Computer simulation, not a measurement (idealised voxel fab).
The following process module bears the name voxel quadruple lines.
Square cell edge 5 nm, section width 275 nm, ID cut.
In what follows, cross-sections appear as grids of square cells, described through bands that run from the top down, where every band is one or more rows of cells.
Look at the band entry: it leads with the top's height and the bottom's height in nm. Then it lists the materials left to right, with a width in nm for each. The word "full width" on a single material says that material fills the band edge to edge. The word "blank" is empty space.
Heads up on the height convention: 0 is the point under which the incoming wafer is all one material, and the lowest band has no bottom, it just keeps going down, like "from 0 down".
With a width like "30->40", each row of cells in the band differs from the next by the same amount, the top row carrying the first number and the bottom row the second.
"nothing was modified" after a step means that no cell of the cross-section changed.
The label "Closed cavity list" introduces a list of the empty spaces, 8 cells or larger, that have no open way up to the top; each entry in it reads width x height at distance, where the distance is taken from the left edge and all three are stated in nm.
Text after the settings on a step's line: the simulator's own remark on that step.
Regarding "overlay nm": on a step with a mask, it is the distance the mask lay to the right of its planned place; a negative value places it to the left.

-- Process steps (planned)
1: RECEIVE (material Si)
2: CONFORMAL_DEP (material SiO2; thk nm 5)
3: DIRECTIONAL_DEP (material Ru; thk nm 15)
4: DIRECTIONAL_DEP (material polySi; thk nm 20)
5: DIRECTIONAL_DEP (material aC; thk nm 20)
6: PATTERN (tone cover; mask id MANDREL; material resist; width nm 30; thk nm 30; overlay nm 0)
7: DIRECTIONAL_ETCH (etch materials aC; depth nm 20)
8: STRIP (etch materials resist)
9: CONFORMAL_DEP (material SiO2; thk nm 10)
10: DIRECTIONAL_ETCH (etch materials SiO2; depth nm 10)
11: STRIP (etch materials aC)
12: DIRECTIONAL_ETCH (etch materials polySi; depth nm 20)
13: STRIP (etch materials SiO2)
14: CONFORMAL_DEP (material SiN; thk nm 10)
15: DIRECTIONAL_ETCH (etch materials SiN; depth nm 10)
16: STRIP (etch materials polySi)
17: DIRECTIONAL_ETCH (etch materials Ru; depth nm 15)
18: STRIP (etch materials SiN)

-- As-received wafer cross-section (after step 1)
from 0 down | Si full width
Closed cavity list: none

-- The first of the two wafers as seen in cross-section once the module was finished; processing followed the plan
from 20 to 5 | blank 100 nm  Ru 10 nm  blank 10 nm  Ru 10 nm  blank 10 nm  Ru 10 nm  blank 10 nm  Ru 10 nm  blank 105 nm
from 5 to 0 | SiO2 full width
from 0 down | Si full width
Closed cavity list: none

-- Second wafer of the two, sectioned at the end of the module. It began like the first and followed the same plan, but one mistake was made while running it
from 20 to 5 | blank 105 nm  Ru 10 nm  blank 10 nm  Ru 10 nm  blank 5 nm  Ru 10 nm  blank 10 nm  Ru 10 nm  blank 105 nm
from 5 to 0 | SiO2 full width
from 0 down | Si full width
Closed cavity list: none
Deviation from plan: note that step 6 departed from the planned setting and was carried out as PATTERN (tone cover; mask id MANDREL; material resist; width nm 25; thk nm 30; overlay nm 0)
Upon completion, the cell count for each material on the second wafer equals that on the first, whereas the spatial distribution of those cells differs.
